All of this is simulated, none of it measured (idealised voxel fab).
Process module under the name voxel plated lines
The figure presents cross-section cut, which has a width of 180 nm and is divided into square cells with an edge length of 5 nm.
Heads up, the way a cross-section reads in here is a grid of square cells, handed over as bands from the top down, with every band being one or more rows of cells. It is stipulated that each band's entry specify, in nanometres, the height of the top of the band and then that of its bottom, followed by the materials of the band in left-to-right sequence, each together with its width in nanometres. A single material marked by the word "full width" is understood to fill the band from edge to edge; the word "air" is understood to denote empty space. Measure heights from 0. That's the level where, below it, the as-received wafer is all one material. The lowest band is bottomless and extends downward; write it as in "0 and below". Width spec "30 to 40" -> top row of cells at first value, bottom row at second value, equal per-row change in between. "changes: none" -> step changed no cross-section cell. Listed in "Enclosed void catalog": every empty space of 8 or more cells without an open way to the top. Form: width x height at distance, the distance being from the left edge, all in nm. Read whatever lies past the settings on a step's line as the simulator's own remark about the step. The line of a step may include "overlay nm". On a step with a mask, this value is how far to the right of its planned place the mask lay. A negative value means the mask lay to the left.
### These are the steps we planned for the process
1. RECEIVE (material Si)
2. CONFORMAL_DEP (material SiN; thk nm 10)
3. DIRECTIONAL_DEP (material TiN; thk nm 5)
4. PATTERN (tone open; mask id LINES; material resist; width nm 25; pitch nm 40; thk nm 40; overlay nm 0)
5. EPI (material Ru; thk nm 10)
6. EPI (material Ru; thk nm 10)
7. EPI (material Ru; thk nm 5)
8. STRIP (etch materials resist)
9. DIRECTIONAL_ETCH (etch materials TiN; depth nm 5)
10. CONFORMAL_DEP (material SiN; thk nm 10)
### As-received wafer cross-section (after step 1)
* 0 and below = Si full width
* Enclosed void catalog: none
### Post-module cross-section of the first of two wafers (run per plan)
* 50 down to 40 = air 45 nm, then SiN 85 nm, then air 50 nm
* 40 down to 20 = air 45 nm, then SiN 10 nm, then Ru 25 nm, then SiN 15 nm, then Ru 25 nm, then SiN 10 nm, then air 50 nm
* 20 down to 15 = SiN 55 nm, then Ru 25 nm, then SiN 15 nm, then Ru 25 nm, then SiN 60 nm
* 15 down to 10 = SiN 55 nm, then TiN 25 nm, then SiN 15 nm, then TiN 25 nm, then SiN 60 nm
* 10 down to 0 = SiN full width
* 0 and below = Si full width
* Enclosed void catalog: none
### Now the second wafer, cross-sectioned at the end of the module. Nothing different at the start, nothing different in the plan compared with the first, just one mistake when it was actually run
* 50 down to 40 = SiN 65 nm, then air 5 nm, then SiN 35 nm, then air 5 nm, then SiN 70 nm
* 40 down to 20 = Ru 55 nm, then SiN 10 nm, then air 5 nm, then SiN 10 nm, then Ru 15 nm, then SiN 10 nm, then air 5 nm, then SiN 10 nm, then Ru 60 nm
* 20 down to 15 = Ru 55 nm, then SiN 25 nm, then Ru 15 nm, then SiN 25 nm, then Ru 60 nm
* 15 down to 10 = TiN 55 nm, then SiN 25 nm, then TiN 15 nm, then SiN 25 nm, then TiN 60 nm
* 10 down to 0 = SiN full width
* 0 and below = Si full width
* Enclosed void catalog: none
It is concluded that the wafer was processed incorrectly with respect to the plan, in that contrary to plan, step 4 was performed as PATTERN (tone cover; mask id LINES; material resist; width nm 25; pitch nm 40; thk nm 40; overlay nm 0)
at the end the second wafer has, in cells: Ru +80 | SiN +6 | TiN +16
